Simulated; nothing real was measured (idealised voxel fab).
You're looking at the process module voxel spacer lines.
Square cell edge 5 nm, section width 140 nm, ID cut.
Cross-section = grid of square cells, listed top down in bands; band = one or more rows. What a band's entry tells you: where the top is and where the bottom is, as heights in nm, and after that what lies inside, material by material from left to right, each with its width in nm. Empty space is written as the word "air", and a single material marked with the word "everywhere" occupies the band from edge to edge. We count height from 0. Below that, the starting wafer is all one material. The lowest band never ends at the bottom but goes on down; see "0 down" for how that is written. A width given as "30 to 40" starts at the first number in the band's top row and ends at the second number in its bottom row, shifting by an equal amount at every step from row to row. "nothing got changed", as given for a step, is the statement that not any cell of the cross-section underwent a change during that step. "Closed empty spaces" lists enclosed empty spaces (at least 8 cells, no open path upward to the top), each as width x height at distance from the left edge, in nm. On a step's line, text after the settings is the simulator commenting on that step. Regarding "overlay nm": on a step with a mask, it is the distance the mask lay to the right of its planned place; a negative value places it to the left.
Intended process steps:
1) RECEIVE (material Si)
2) CONFORMAL_DEP (material SiO2; thk nm 5)
3) DIRECTIONAL_DEP (material TiN; thk nm 20)
4) DIRECTIONAL_DEP (material aC; thk nm 20)
5) PATTERN (tone cover; mask id MANDREL; material resist; width nm 20; pitch nm 60; thk nm 30; overlay nm 0)
6) DIRECTIONAL_ETCH (etch materials aC; depth nm 20)
7) STRIP (etch materials resist)
8) CONFORMAL_DEP (material SiN; thk nm 10)
9) DIRECTIONAL_ETCH (etch materials SiN; depth nm 10)
10) STRIP (etch materials aC)
11) DIRECTIONAL_ETCH (etch materials TiN; depth nm 20)
12) STRIP (etch materials SiN)
13) FILL_DEP (material SiO2; thk nm 5)
14) CMP (height nm 25)
Wafer cross-section on receipt, i.e. after step 1:
> 0 down: Si everywhere
> Closed empty spaces: none
First of two wafers, end-of-module section, run followed plan:
> 25 to 5: 20 of SiO2 / 10 of TiN / 20 of SiO2 / 10 of TiN / 20 of SiO2 / 10 of TiN / 20 of SiO2 / 10 of TiN / 20 of SiO2
> 5 to 0: SiO2 everywhere
> 0 down: Si everywhere
> Closed empty spaces: none
Second of two wafers, module complete, sectioned: it shares the first wafer's start and plan but was run with one mistake:
> 25 to 5: 20 of SiO2 / 10 of TiN / 25 of SiO2 / 10 of TiN / 15 of SiO2 / 10 of TiN / 25 of SiO2 / 10 of TiN / 15 of SiO2
> 5 to 0: SiO2 everywhere
> 0 down: Si everywhere
> Closed empty spaces: none
what went wrong: off-plan run, step 5, actual operation and settings PATTERN (tone cover; mask id MANDREL; material resist; width nm 25; pitch nm 60; thk nm 30; overlay nm 0)
The two final wafers agree on how many cells each material fills and disagree on which cells those are.
